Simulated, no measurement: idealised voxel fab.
The process module presented herein is designated voxel wiring stack.
The cross-section on display is named cut; it measures 225 nm wide, and its cells are 5 nm squares.
Cross-section spec: square-cell grid; bands listed top down; each band is one or more rows. Quick guide to a band line: top height, bottom height (nm) up front; then every material left to right with its width in nm. Only one material and it's marked "throughout"? Then it fills the band edge to edge. And "empty" just means empty space. Basically, 0 is our baseline, since under it the wafer straight out of the box is all one material. The bottom band has no lower end and keeps on going down, so it looks like "z 0 and below". Per-row width for "30 to 40": begins at first number (top row of band), ends at second number (bottom row), increment between rows held constant. For the purposes of this document, the phrase "no change" attached to a step denotes that no cell within the cross-section was modified by that step. Listed in "Catalogued sealed voids": every empty space of 8 or more cells without an open way to the top. Form: width x height at distance, the distance being from the left edge, all in nm. What comes after the settings on a step's line is commentary from the simulator itself on that step. The line of a step may include "overlay nm". On a step with a mask, this value is how far to the right of its planned place the mask lay. A negative value means the mask lay to the left.
-- This section lists the process steps that were planned
| 1 | RECEIVE, material Si |
| 2 | CONFORMAL_DEP, material SiO2, thk nm 10 |
| 3 | DIRECTIONAL_DEP, material TiN, thk nm 5 |
| 4 | DIRECTIONAL_DEP, material Ru, thk nm 15 |
| 5 | PATTERN, tone cover, mask id METAL_1, material resist, width nm 25, pitch nm 45, thk nm 20, overlay nm 0 |
| 6 | DIRECTIONAL_ETCH, etch materials Ru, depth nm 15 |
| 7 | DIRECTIONAL_ETCH, etch materials TiN, depth nm 5 |
| 8 | STRIP, etch materials resist |
| 9 | FILL_DEP, material lowk, thk nm 5 |
| 10 | CMP, height nm 30 |
| 11 | CONFORMAL_DEP, material SiCN, thk nm 5 |
| 12 | DIRECTIONAL_DEP, material lowk, thk nm 30 |
| 13 | MASKED_ETCH, tone open, mask id METAL_2_HOLES, width nm 15, pitch nm 45, etch materials lowk, depth nm 30, overlay nm 0 |
| 14 | MASKED_ETCH, tone open, mask id METAL_2, width nm 25, pitch nm 45, etch materials lowk, depth nm 20, overlay nm 0 |
| 15 | MASKED_ETCH, tone open, mask id METAL_2, width nm 25, pitch nm 45, etch materials SiCN, depth nm 5, overlay nm 0 |
| 16 | CONFORMAL_DEP, material TiN, thk nm 5 |
| 17 | FILL_DEP, material Cu, thk nm 5 |
| 18 | CMP, height nm 65 |
| 19 | CONFORMAL_DEP, material SiN, thk nm 5 |
-- First wafer out of two, processed as planned
-- Shown in cross-section is the wafer as received, that is, as it stands after step 1
	z 0 and below | Si throughout
	Catalogued sealed voids: none
-- Wafer xsec, post step 2
	z 10 to 0 | SiO2 throughout
	Below 0, no change.
-- Wafer xsec, post step 3
	z 15 to 10 | TiN throughout
	Below 10, no change.
-- Wafer xsec, post step 4
	z 30 to 15 | Ru throughout
	Below 15, no change.
-- Wafer xsec, post step 5
	z 50 to 30 | 55 nm empty, then 25 nm resist, then 20 nm empty, then 25 nm resist, then 20 nm empty, then 25 nm resist, then 55 nm empty
	Below 30, no change.
-- Wafer xsec, post step 6
	z 50 to 30 | 55 nm empty, then 25 nm resist, then 20 nm empty, then 25 nm resist, then 20 nm empty, then 25 nm resist, then 55 nm empty
	z 30 to 15 | 55 nm empty, then 25 nm Ru, then 20 nm empty, then 25 nm Ru, then 20 nm empty, then 25 nm Ru, then 55 nm empty
	Below 15, no change.
-- Wafer xsec, post step 7
	z 50 to 30 | 55 nm empty, then 25 nm resist, then 20 nm empty, then 25 nm resist, then 20 nm empty, then 25 nm resist, then 55 nm empty
	z 30 to 15 | 55 nm empty, then 25 nm Ru, then 20 nm empty, then 25 nm Ru, then 20 nm empty, then 25 nm Ru, then 55 nm empty
	z 15 to 10 | 55 nm empty, then 25 nm TiN, then 20 nm empty, then 25 nm TiN, then 20 nm empty, then 25 nm TiN, then 55 nm empty
	Below 10, no change.
-- Wafer xsec, post step 8
	z 30 to 15 | 55 nm empty, then 25 nm Ru, then 20 nm empty, then 25 nm Ru, then 20 nm empty, then 25 nm Ru, then 55 nm empty
	Below 15, no change.
-- Wafer xsec, post step 9
	z 35 to 30 | lowk throughout
	z 30 to 15 | 55 nm lowk, then 25 nm Ru, then 20 nm lowk, then 25 nm Ru, then 20 nm lowk, then 25 nm Ru, then 55 nm lowk
	z 15 to 10 | 55 nm lowk, then 25 nm TiN, then 20 nm lowk, then 25 nm TiN, then 20 nm lowk, then 25 nm TiN, then 55 nm lowk
	Below 10, no change.
-- Wafer xsec, post step 10
	z 30 to 15 | 55 nm lowk, then 25 nm Ru, then 20 nm lowk, then 25 nm Ru, then 20 nm lowk, then 25 nm Ru, then 55 nm lowk
	Below 15, no change.
-- Wafer xsec, post step 11
	z 35 to 30 | SiCN throughout
	Below 30, no change.
-- Wafer xsec, post step 12
	z 65 to 35 | lowk throughout
	Below 35, no change.
-- Wafer xsec, post step 13
	z 65 to 35 | 55 nm lowk, then 15 nm empty, then 30 nm lowk, then 15 nm empty, then 30 nm lowk, then 15 nm empty, then 65 nm lowk
	Below 35, no change.
-- Wafer xsec, post step 14
	z 65 to 45 | 55 nm lowk, then 25 nm empty, then 20 nm lowk, then 25 nm empty, then 20 nm lowk, then 25 nm empty, then 55 nm lowk
	Below 45, no change.
-- Wafer xsec, post step 15
	z 65 to 45 | 55 nm lowk, then 25 nm empty, then 20 nm lowk, then 25 nm empty, then 20 nm lowk, then 25 nm empty, then 55 nm lowk
	z 45 to 35 | 55 nm lowk, then 15 nm empty, then 30 nm lowk, then 15 nm empty, then 30 nm lowk, then 15 nm empty, then 65 nm lowk
	z 35 to 30 | 55 nm SiCN, then 15 nm empty, then 30 nm SiCN, then 15 nm empty, then 30 nm SiCN, then 15 nm empty, then 65 nm SiCN
	Below 30, no change.
-- Wafer xsec, post step 16
	z 70 to 65 | 60 nm TiN, then 15 nm empty, then 30 nm TiN, then 15 nm empty, then 30 nm TiN, then 15 nm empty, then 60 nm TiN
	z 65 to 50 | 55 nm lowk, then 5 nm TiN, then 15 nm empty, then 5 nm TiN, then 20 nm lowk, then 5 nm TiN, then 15 nm empty, then 5 nm TiN, then 20 nm lowk, then 5 nm TiN, then 15 nm empty, then 5 nm TiN, then 55 nm lowk
	z 50 to 45 | 55 nm lowk, then 5 nm TiN, then 5 nm empty, then 15 nm TiN, then 20 nm lowk, then 5 nm TiN, then 5 nm empty, then 15 nm TiN, then 20 nm lowk, then 5 nm TiN, then 5 nm empty, then 15 nm TiN, then 55 nm lowk
	z 45 to 35 | 55 nm lowk, then 5 nm TiN, then 5 nm empty, then 5 nm TiN, then 30 nm lowk, then 5 nm TiN, then 5 nm empty, then 5 nm TiN, then 30 nm lowk, then 5 nm TiN, then 5 nm empty, then 5 nm TiN, then 65 nm lowk
	z 35 to 30 | 55 nm SiCN, then 15 nm TiN, then 30 nm SiCN, then 15 nm TiN, then 30 nm SiCN, then 15 nm TiN, then 65 nm SiCN
	Below 30, no change.
-- Wafer xsec, post step 17
	z 75 to 70 | Cu throughout
	z 70 to 65 | 60 nm TiN, then 15 nm Cu, then 30 nm TiN, then 15 nm Cu, then 30 nm TiN, then 15 nm Cu, then 60 nm TiN
	z 65 to 50 | 55 nm lowk, then 5 nm TiN, then 15 nm Cu, then 5 nm TiN, then 20 nm lowk, then 5 nm TiN, then 15 nm Cu, then 5 nm TiN, then 20 nm lowk, then 5 nm TiN, then 15 nm Cu, then 5 nm TiN, then 55 nm lowk
	z 50 to 45 | 55 nm lowk, then 5 nm TiN, then 5 nm Cu, then 15 nm TiN, then 20 nm lowk, then 5 nm TiN, then 5 nm Cu, then 15 nm TiN, then 20 nm lowk, then 5 nm TiN, then 5 nm Cu, then 15 nm TiN, then 55 nm lowk
	z 45 to 35 | 55 nm lowk, then 5 nm TiN, then 5 nm Cu, then 5 nm TiN, then 30 nm lowk, then 5 nm TiN, then 5 nm Cu, then 5 nm TiN, then 30 nm lowk, then 5 nm TiN, then 5 nm Cu, then 5 nm TiN, then 65 nm lowk
	Below 35, no change.
-- Wafer xsec, post step 18
	z 65 to 50 | 55 nm lowk, then 5 nm TiN, then 15 nm Cu, then 5 nm TiN, then 20 nm lowk, then 5 nm TiN, then 15 nm Cu, then 5 nm TiN, then 20 nm lowk, then 5 nm TiN, then 15 nm Cu, then 5 nm TiN, then 55 nm lowk
	Below 50, no change.
-- Wafer xsec, post step 19
	z 70 to 65 | SiN throughout
	Below 65, no change.
-- Second wafer. Start and plan as for the first. One mistake made in running. Agrees with the first up to and including step 4
-- Cross-section of the second wafer when, according to plan, step 5 should have finished
	z 50 to 30 | 60 nm empty, then 20 nm resist, then 25 nm empty, then 20 nm resist, then 25 nm empty, then 20 nm resist, then 55 nm empty
	Below 30, no change.
-- Cross-section of the second wafer when, according to plan, step 6 should have finished
	z 50 to 30 | 60 nm empty, then 20 nm resist, then 25 nm empty, then 20 nm resist, then 25 nm empty, then 20 nm resist, then 55 nm empty
	z 30 to 15 | 60 nm empty, then 20 nm Ru, then 25 nm empty, then 20 nm Ru, then 25 nm empty, then 20 nm Ru, then 55 nm empty
	Below 15, no change.
-- Cross-section of the second wafer when, according to plan, step 7 should have finished
	z 50 to 30 | 60 nm empty, then 20 nm resist, then 25 nm empty, then 20 nm resist, then 25 nm empty, then 20 nm resist, then 55 nm empty
	z 30 to 15 | 60 nm empty, then 20 nm Ru, then 25 nm empty, then 20 nm Ru, then 25 nm empty, then 20 nm Ru, then 55 nm empty
	z 15 to 10 | 60 nm empty, then 20 nm TiN, then 25 nm empty, then 20 nm TiN, then 25 nm empty, then 20 nm TiN, then 55 nm empty
	Below 10, no change.
-- Cross-section of the second wafer when, according to plan, step 8 should have finished
	z 30 to 15 | 60 nm empty, then 20 nm Ru, then 25 nm empty, then 20 nm Ru, then 25 nm empty, then 20 nm Ru, then 55 nm empty
	Below 15, no change.
-- Cross-section of the second wafer when, according to plan, step 9 should have finished
	z 35 to 30 | lowk throughout
	z 30 to 15 | 60 nm lowk, then 20 nm Ru, then 25 nm lowk, then 20 nm Ru, then 25 nm lowk, then 20 nm Ru, then 55 nm lowk
	z 15 to 10 | 60 nm lowk, then 20 nm TiN, then 25 nm lowk, then 20 nm TiN, then 25 nm lowk, then 20 nm TiN, then 55 nm lowk
	Below 10, no change.
-- Cross-section of the second wafer when, according to plan, step 10 should have finished
	z 30 to 15 | 60 nm lowk, then 20 nm Ru, then 25 nm lowk, then 20 nm Ru, then 25 nm lowk, then 20 nm Ru, then 55 nm lowk
	Below 15, no change.
-- Cross-section of the second wafer when, according to plan, step 11 should have finished
	z 35 to 30 | SiCN throughout
	Below 30, no change.
-- Cross-section of the second wafer when, according to plan, step 12 should have finished
	z 65 to 35 | lowk throughout
	Below 35, no change.
-- Cross-section of the second wafer when, according to plan, step 13 should have finished
	z 65 to 35 | 55 nm lowk, then 15 nm empty, then 30 nm lowk, then 15 nm empty, then 30 nm lowk, then 15 nm empty, then 65 nm lowk
	Below 35, no change.
-- Cross-section of the second wafer when, according to plan, step 14 should have finished
	z 65 to 45 | 55 nm lowk, then 25 nm empty, then 20 nm lowk, then 25 nm empty, then 20 nm lowk, then 25 nm empty, then 55 nm lowk
	Below 45, no change.
-- Cross-section of the second wafer when, according to plan, step 15 should have finished
	z 65 to 45 | 55 nm lowk, then 25 nm empty, then 20 nm lowk, then 25 nm empty, then 20 nm lowk, then 25 nm empty, then 55 nm lowk
	z 45 to 35 | 55 nm lowk, then 15 nm empty, then 30 nm lowk, then 15 nm empty, then 30 nm lowk, then 15 nm empty, then 65 nm lowk
	z 35 to 30 | 55 nm SiCN, then 15 nm empty, then 30 nm SiCN, then 15 nm empty, then 30 nm SiCN, then 15 nm empty, then 65 nm SiCN
	Below 30, no change.
-- Cross-section of the second wafer when, according to plan, step 16 should have finished
	z 70 to 65 | 60 nm TiN, then 15 nm empty, then 30 nm TiN, then 15 nm empty, then 30 nm TiN, then 15 nm empty, then 60 nm TiN
	z 65 to 50 | 55 nm lowk, then 5 nm TiN, then 15 nm empty, then 5 nm TiN, then 20 nm lowk, then 5 nm TiN, then 15 nm empty, then 5 nm TiN, then 20 nm lowk, then 5 nm TiN, then 15 nm empty, then 5 nm TiN, then 55 nm lowk
	z 50 to 45 | 55 nm lowk, then 5 nm TiN, then 5 nm empty, then 15 nm TiN, then 20 nm lowk, then 5 nm TiN, then 5 nm empty, then 15 nm TiN, then 20 nm lowk, then 5 nm TiN, then 5 nm empty, then 15 nm TiN, then 55 nm lowk
	z 45 to 35 | 55 nm lowk, then 5 nm TiN, then 5 nm empty, then 5 nm TiN, then 30 nm lowk, then 5 nm TiN, then 5 nm empty, then 5 nm TiN, then 30 nm lowk, then 5 nm TiN, then 5 nm empty, then 5 nm TiN, then 65 nm lowk
	z 35 to 30 | 55 nm SiCN, then 15 nm TiN, then 30 nm SiCN, then 15 nm TiN, then 30 nm SiCN, then 15 nm TiN, then 65 nm SiCN
	Below 30, no change.
-- Cross-section of the second wafer when, according to plan, step 17 should have finished
	z 75 to 70 | Cu throughout
	z 70 to 65 | 60 nm TiN, then 15 nm Cu, then 30 nm TiN, then 15 nm Cu, then 30 nm TiN, then 15 nm Cu, then 60 nm TiN
	z 65 to 50 | 55 nm lowk, then 5 nm TiN, then 15 nm Cu, then 5 nm TiN, then 20 nm lowk, then 5 nm TiN, then 15 nm Cu, then 5 nm TiN, then 20 nm lowk, then 5 nm TiN, then 15 nm Cu, then 5 nm TiN, then 55 nm lowk
	z 50 to 45 | 55 nm lowk, then 5 nm TiN, then 5 nm Cu, then 15 nm TiN, then 20 nm lowk, then 5 nm TiN, then 5 nm Cu, then 15 nm TiN, then 20 nm lowk, then 5 nm TiN, then 5 nm Cu, then 15 nm TiN, then 55 nm lowk
	z 45 to 35 | 55 nm lowk, then 5 nm TiN, then 5 nm Cu, then 5 nm TiN, then 30 nm lowk, then 5 nm TiN, then 5 nm Cu, then 5 nm TiN, then 30 nm lowk, then 5 nm TiN, then 5 nm Cu, then 5 nm TiN, then 65 nm lowk
	Below 35, no change.
-- Cross-section of the second wafer when, according to plan, step 18 should have finished
	z 65 to 50 | 55 nm lowk, then 5 nm TiN, then 15 nm Cu, then 5 nm TiN, then 20 nm lowk, then 5 nm TiN, then 15 nm Cu, then 5 nm TiN, then 20 nm lowk, then 5 nm TiN, then 15 nm Cu, then 5 nm TiN, then 55 nm lowk
	Below 50, no change.
-- Cross-section of the second wafer when, according to plan, step 19 should have finished
	z 70 to 65 | SiN throughout
	Below 65, no change.
What broke from the plan during processing? step 5 ran with different settings than intended, the actual operation and settings being PATTERN, tone cover, mask id METAL_1, material resist, width nm 20, pitch nm 45, thk nm 20, overlay nm 0
In the final state, the cell counts of the second wafer exceed or fall short of those of the first for the following materials: Ru -9; TiN -3; lowk +12
